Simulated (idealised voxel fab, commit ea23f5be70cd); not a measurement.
voxel self aligned contacts: a process module
Cross-sectional view cut (width: 295 nm; square cell size: 5 nm).
Format of a cross-section: grid, square cells. Given as bands. Order: top down. Band: one or more rows of cells.
Within each band entry, the heights of the top and of the bottom of the band appear first, in that order and in nm; the materials of the band then follow from left to right, each with its corresponding width in nm. The designation "full width" on a single material indicates that it fills the band from edge to edge; the designation "blank" indicates empty space.
Convention: height 0 is the level below which the wafer, as received, is all one material. The lowest band does not terminate at the bottom but continues downward, represented as "z 0 and below".
Top row gets the first number, bottom row gets the second, and each row in between changes by the same step: that is how a band width like "30..40" works.
"identical to before" -> step changed no cross-section cell.
The entry "Unvented voids" lists the empty spaces that cover at least 8 cells and have no open path to the top. Each is written as width x height at distance, where the distance is measured from the left edge and all three values are in nm.
Whatever follows a step's settings on its line is a remark the simulator itself makes about that step.
overlay nm: mask offset rightward from planned place, masked step; negative means leftward offset.
[Steps planned for the process]
1. RECEIVE with material Si
2. CONFORMAL_DEP with material SiO2, thk nm 5
3. DIRECTIONAL_DEP with material polySi, thk nm 30
4. DIRECTIONAL_DEP with material SiN, thk nm 25
5. MASKED_ETCH with tone cover, mask id GATE, width nm 30, pitch nm 75, etch materials SiN, depth nm 25, overlay nm 0
6. MASKED_ETCH with tone cover, mask id GATE, width nm 30, pitch nm 75, etch materials polySi, depth nm 30, overlay nm 0
7. CONFORMAL_DEP with material SiN, thk nm 10
8. DIRECTIONAL_ETCH with etch materials SiN, depth nm 10
9. FILL_DEP with material SiO2, thk nm 15
10. CMP with height nm 65
11. PATTERN with tone open, mask id CONTACT, material resist, width nm 55, pitch nm 75, thk nm 15, overlay nm 0
12. DIRECTIONAL_ETCH with etch materials SiO2, depth nm 65
13. STRIP with etch materials resist
14. CONFORMAL_DEP with material TiN, thk nm 5
15. FILL_DEP with material W, thk nm 10
16. CMP with height nm 65
17. CONFORMAL_DEP with material SiCN, thk nm 5
[Incoming wafer in cross-section (state: after step 1)]
    z 0 and below: Si full width
    Unvented voids: none
[Cross-section, end of module. Start: as above. Plan: as above. Execution: one mistake]
    z 70 to 65: SiCN full width
    z 65 to 60: W 40, then TiN 40, then SiO2 55, then TiN 20, then SiO2 55, then TiN 40, then W 45
    z 60 to 35: W 40, then TiN 5, then SiN 50, then SiO2 25, then SiN 50, then SiO2 25, then SiN 50, then TiN 5, then W 45
    z 35 to 5: W 40, then TiN 5, then SiN 10, then polySi 30, then SiN 10, then SiO2 25, then SiN 10, then polySi 30, then SiN 10, then SiO2 25, then SiN 10, then polySi 30, then SiN 10, then TiN 5, then W 45
    z 5 to 0: TiN 45, then SiO2 200, then TiN 50
    z 0 and below: Si full width
    Unvented voids: none
Nonconformance to the process plan: step 11: run off-plan, actual operation and settings PATTERN with tone cover, mask id CONTACT, material resist, width nm 55, pitch nm 75, thk nm 15, overlay nm 0
